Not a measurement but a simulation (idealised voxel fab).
process module | voxel self aligned contacts
cross-section cut | 300 nm wide | cells 5 nm
A cross-section is a grid of square cells, given in bands from the top down. A band is one or more rows of cells.
Each band's line starts with the height of the band's top and of its bottom, in nm. Then come its materials from left to right, each with its width in nm. One material with "throughout" fills the band from edge to edge. "air" is empty space.
Height 0 is the level under which the wafer as received is all one material. The lowest band goes on downwards, as in "0 down".
A width such as "30 to 40" changes by the same amount from each row of cells to the next, from the band's top row to its bottom row.
"no change" after a step means that no cell of the cross-section changed.
closed voids: empty space of 8 cells or more with no open way to the top, each as width x height at its distance from the left edge, in nm
after a step's settings: what the simulator itself notes on the step
overlay nm, on a step with a mask: how far to the right of its planned place the mask lay; to the left if negative
plan
1 op RECEIVE | material Si
2 op OXIDIZE | depth nm 5
3 op DIRECTIONAL_DEP | material polySi | thk nm 25
4 op DIRECTIONAL_DEP | material SiN | thk nm 25
5 op MASKED_ETCH | tone cover | mask id GATE | width nm 30 | pitch nm 75 | etch materials SiN | depth nm 25 | overlay nm 0
6 op MASKED_ETCH | tone cover | mask id GATE | width nm 30 | pitch nm 75 | etch materials polySi | depth nm 25 | overlay nm 0
7 op CONFORMAL_DEP | material SiN | thk nm 10
8 op DIRECTIONAL_ETCH | etch materials SiN | depth nm 10
9 op FILL_DEP | material SiO2 | thk nm 15
10 op CMP | height nm 55
11 op PATTERN | tone open | mask id CONTACT | material resist | width nm 55 | pitch nm 75 | thk nm 15 | overlay nm 0
12 op DIRECTIONAL_ETCH | etch materials SiO2 | depth nm 60
13 op STRIP | etch materials resist
14 op CONFORMAL_DEP | material TiN | thk nm 5
15 op FILL_DEP | material W | thk nm 5
16 op CMP | height nm 55
17 op CONFORMAL_DEP | material SiN | thk nm 5
as received, after step 1
  0 down: Si throughout
  closed voids: none
first wafer at the end, as planned
  60 to 55: SiN throughout
  55 to 50: SiO2 85 | TiN 20 | W 15 | TiN 20 | SiO2 20 | TiN 20 | W 15 | TiN 20 | SiO2 85
  50 to 25: SiO2 50 | SiN 50 | TiN 5 | W 15 | TiN 5 | SiN 50 | TiN 5 | W 15 | TiN 5 | SiN 50 | SiO2 50
  25 to 0: SiO2 50 | SiN 10 | polySi 30 | SiN 10 | TiN 5 | W 15 | TiN 5 | SiN 10 | polySi 30 | SiN 10 | TiN 5 | W 15 | TiN 5 | SiN 10 | polySi 30 | SiN 10 | SiO2 50
  0 to -5: SiO2 100 | TiN 25 | SiO2 50 | TiN 25 | SiO2 100
  -5 down: Si throughout
  closed voids: none
second wafer at the end: like start, like plan, one mistake
  60 to 55: SiN throughout
  55 to 50: SiO2 50 | SiN 50 | TiN 5 | W 15 | TiN 5 | SiN 50 | TiN 5 | W 15 | TiN 5 | SiN 50 | SiO2 50
  50 to 30: SiO2 50 | SiN 10 | polySi 30 | SiN 10 | TiN 5 | W 15 | TiN 5 | SiN 10 | polySi 30 | SiN 10 | TiN 5 | W 15 | TiN 5 | SiN 10 | polySi 30 | SiN 10 | SiO2 50
  30 to 25: SiO2 50 | SiN 10 | polySi 30 | SiN 10 | TiN 25 | SiN 10 | polySi 30 | SiN 10 | TiN 25 | SiN 10 | polySi 30 | SiN 10 | SiO2 50
  25 to 0: polySi throughout
  0 to -5: SiO2 throughout
  -5 down: Si throughout
  closed voids: none
what went wrong: step 3 was run twice
at the end the second wafer has, in cells: 120 fewer of SiN | 108 fewer of SiO2 | 36 fewer of TiN | 36 fewer of W | 300 more of polySi
